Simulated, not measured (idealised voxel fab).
The process module that follows is named voxel gate over fins.
We display cut, a cross-section 260 nm in width whose square cells are each 5 nm.
Cross-sections here: square-cell grids, written as top-down lists of bands, a band being one or more rows of cells. A band entry consists of two parts. The first gives the height of the band's top and the height of its bottom, in nm. The rest lists the band's materials from left to right, each with its width in nm. A single material labelled with the word "full width" fills the band from edge to edge, and the word "empty" marks empty space. Note: height 0 marks the level under which the wafer is uniformly one material as received. Lowest band unbounded below, written "0..down". Read "30->40" as a graded width: first number on top, second number at the bottom, same change between each pair of neighbouring rows. Any step labelled "nothing altered" changed none of the cells in the cross-section. Entry "Voids lacking openings". Content: empty spaces with no open connection to the top, size 8 cells or greater. Each: width x height at distance. Distance: from left edge. Unit: nm. That trailing text on a step's line, after the settings, is the simulator's own remark on the step. overlay nm: right-of-plan distance of the mask on a masked step; negative values mean left-of-plan.

The process steps that were planned are listed below:
1,RECEIVE: material Si
2,CONFORMAL_DEP: material SiN, thk nm 5
3,PATTERN: tone cover, mask id FINS, material resist, width nm 15, pitch nm 60, thk nm 20, overlay nm 0
4,DIRECTIONAL_ETCH: etch materials SiN, depth nm 5
5,DIRECTIONAL_ETCH: etch materials Si, depth nm 40
6,STRIP: etch materials resist
7,OXIDIZE: depth nm 5
8,FILL_DEP: material SiO2, thk nm 10
9,CMP: height nm 5
10,PATTERN: tone open, mask id RAIL, material resist, width nm 15, thk nm 15, overlay nm 0
11,DIRECTIONAL_ETCH: etch materials SiO2, depth nm 40
12,STRIP: etch materials resist
13,CONFORMAL_DEP: material TiN, thk nm 5
14,FILL_DEP: material Ru, thk nm 5
15,CMP: height nm 5
16,SELECTIVE_ETCH: etch materials W Ru TiN, depth nm 30
17,FILL_DEP: material SiO2, thk nm 5
18,CMP: height nm 5
19,SELECTIVE_ETCH: etch materials SiO2, depth nm 20
20,STRIP: etch materials SiN
21,CONFORMAL_DEP: material HfO2, thk nm 5
22,CONFORMAL_DEP: material TiN, thk nm 5
23,CONFORMAL_DEP: material TiAl, thk nm 5
24,CONFORMAL_DEP: material TiN, thk nm 5
25,FILL_DEP: material W, thk nm 15
26,CMP: height nm 30
27,CONFORMAL_DEP: material SiCN, thk nm 10

Cross-section, incoming material, after step 1:
> 0..down = Si full width
> Voids lacking openings: none

Cross-sectional view of the first of the two wafers upon completion of the module, processed in accordance with the plan:
> 40..30 = SiCN full width
> 30..20 = W full width
> 20..15 = W=45, TiN=45, W=15, TiN=45, W=15, TiN=45, W=50
> 15..10 = W=45, TiN=5, TiAl=35, TiN=5, W=15, TiN=5, TiAl=35, TiN=5, W=15, TiN=5, TiAl=35, TiN=5, W=50
> 10..5 = W=45, TiN=5, TiAl=5, TiN=25, TiAl=5, TiN=5, W=15, TiN=5, TiAl=5, TiN=25, TiAl=5, TiN=5, W=15, TiN=5, TiAl=5, TiN=25, TiAl=5, TiN=5, W=50
> 5..0 = TiN=50, TiAl=5, TiN=5, HfO2=15, TiN=5, TiAl=5, TiN=25, TiAl=5, TiN=5, HfO2=15, TiN=5, TiAl=5, TiN=25, TiAl=5, TiN=5, HfO2=15, TiN=5, TiAl=5, TiN=55
> 0..-5 = TiAl=55, TiN=5, HfO2=5, Si=5, HfO2=5, TiN=5, TiAl=35, TiN=5, HfO2=5, Si=5, HfO2=5, TiN=5, TiAl=35, TiN=5, HfO2=5, Si=5, HfO2=5, TiN=5, TiAl=60
> -5..-10 = TiN=60, HfO2=5, Si=5, HfO2=5, TiN=45, HfO2=5, Si=5, HfO2=5, TiN=45, HfO2=5, Si=5, HfO2=5, TiN=65
> -10..-15 = HfO2=65, Si=5, HfO2=55, Si=5, HfO2=55, Si=5, HfO2=70
> -15..-25 = SiO2=65, Si=5, SiO2=55, Si=5, SiO2=55, Si=5, SiO2=70
> -25..-30 = SiO2=65, Si=5, SiO2=20, TiN=5, Ru=5, TiN=5, SiO2=20, Si=5, SiO2=55, Si=5, SiO2=70
> -30..-35 = SiO2=65, Si=5, SiO2=20, TiN=15, SiO2=20, Si=5, SiO2=55, Si=5, SiO2=70
> -35..-45 = SiO2=65, Si=5, SiO2=55, Si=5, SiO2=55, Si=5, SiO2=70
> -45..down = Si full width
> Voids lacking openings: none

Second of two wafers, module complete, sectioned: it shares the first wafer's start and plan but was run with one mistake:
> 40..30 = SiCN full width
> 30..20 = W full width
> 20..15 = W=45, TiN=45, W=15, TiN=45, W=15, TiN=45, W=50
> 15..10 = W=45, TiN=5, TiAl=35, TiN=5, W=15, TiN=5, TiAl=35, TiN=5, W=15, TiN=5, TiAl=35, TiN=5, W=50
> 10..5 = W=45, TiN=5, TiAl=5, TiN=25, TiAl=5, TiN=5, W=15, TiN=5, TiAl=5, TiN=25, TiAl=5, TiN=5, W=15, TiN=5, TiAl=5, TiN=25, TiAl=5, TiN=5, W=50
> 5..0 = W=45, TiN=5, TiAl=5, TiN=5, HfO2=15, TiN=5, TiAl=5, TiN=5, W=15, TiN=5, TiAl=5, TiN=5, HfO2=15, TiN=5, TiAl=5, TiN=5, W=15, TiN=5, TiAl=5, TiN=5, HfO2=15, TiN=5, TiAl=5, TiN=5, W=50
> 0..-5 = W=45, TiN=5, TiAl=5, TiN=5, HfO2=5, Si=5, HfO2=5, TiN=5, TiAl=5, TiN=5, W=15, TiN=5, TiAl=5, TiN=5, HfO2=5, Si=5, HfO2=5, TiN=5, TiAl=5, TiN=5, W=15, TiN=5, TiAl=5, TiN=5, HfO2=5, Si=5, HfO2=5, TiN=5, TiAl=5, TiN=5, W=50
> -5..-10 = W=45, TiN=5, TiAl=5, TiN=5, HfO2=5, Si=5, HfO2=5, TiN=5, TiAl=5, TiN=25, TiAl=5, TiN=5, HfO2=5, Si=5, HfO2=5, TiN=5, TiAl=5, TiN=5, W=15, TiN=5, TiAl=5, TiN=5, HfO2=5, Si=5, HfO2=5, TiN=5, TiAl=5, TiN=5, W=50
> -10..-15 = W=45, TiN=5, TiAl=5, TiN=5, HfO2=5, Si=5, HfO2=5, TiN=5, TiAl=35, TiN=5, HfO2=5, Si=5, HfO2=5, TiN=5, TiAl=5, TiN=5, W=15, TiN=5, TiAl=5, TiN=5, HfO2=5, Si=5, HfO2=5, TiN=5, TiAl=5, TiN=5, W=50
> -15..-20 = TiN=50, TiAl=5, TiN=5, HfO2=5, Si=5, HfO2=5, TiN=45, HfO2=5, Si=5, HfO2=5, TiN=5, TiAl=5, TiN=25, TiAl=5, TiN=5, HfO2=5, Si=5, HfO2=5, TiN=5, TiAl=5, TiN=55
> -20..-25 = TiAl=55, TiN=5, HfO2=5, Si=5, HfO2=5, TiN=10, HfO2=25, TiN=10, HfO2=5, Si=5, HfO2=5, TiN=5, TiAl=35, TiN=5, HfO2=5, Si=5, HfO2=5, TiN=5, TiAl=60
> -25..-30 = TiN=60, HfO2=5, Si=5, HfO2=5, TiN=10, HfO2=5, TiN=5, Ru=5, TiN=5, HfO2=5, TiN=10, HfO2=5, Si=5, HfO2=5, TiN=45, HfO2=5, Si=5, HfO2=5, TiN=65
> -30..-35 = HfO2=65, Si=5, HfO2=20, TiN=15, HfO2=20, Si=5, HfO2=55, Si=5, HfO2=70
> -35..-45 = SiO2=65, Si=5, SiO2=55, Si=5, SiO2=55, Si=5, SiO2=70
> -45..down = Si full width
> Voids lacking openings: none
Want to know what went wrong? the plan's step 19 ran twice
Final cells, second wafer relative to first, materials higher or lower: HfO2: 28 more; SiO2: 190 fewer; TiAl: 20 more; TiN: 48 more; W: 94 more
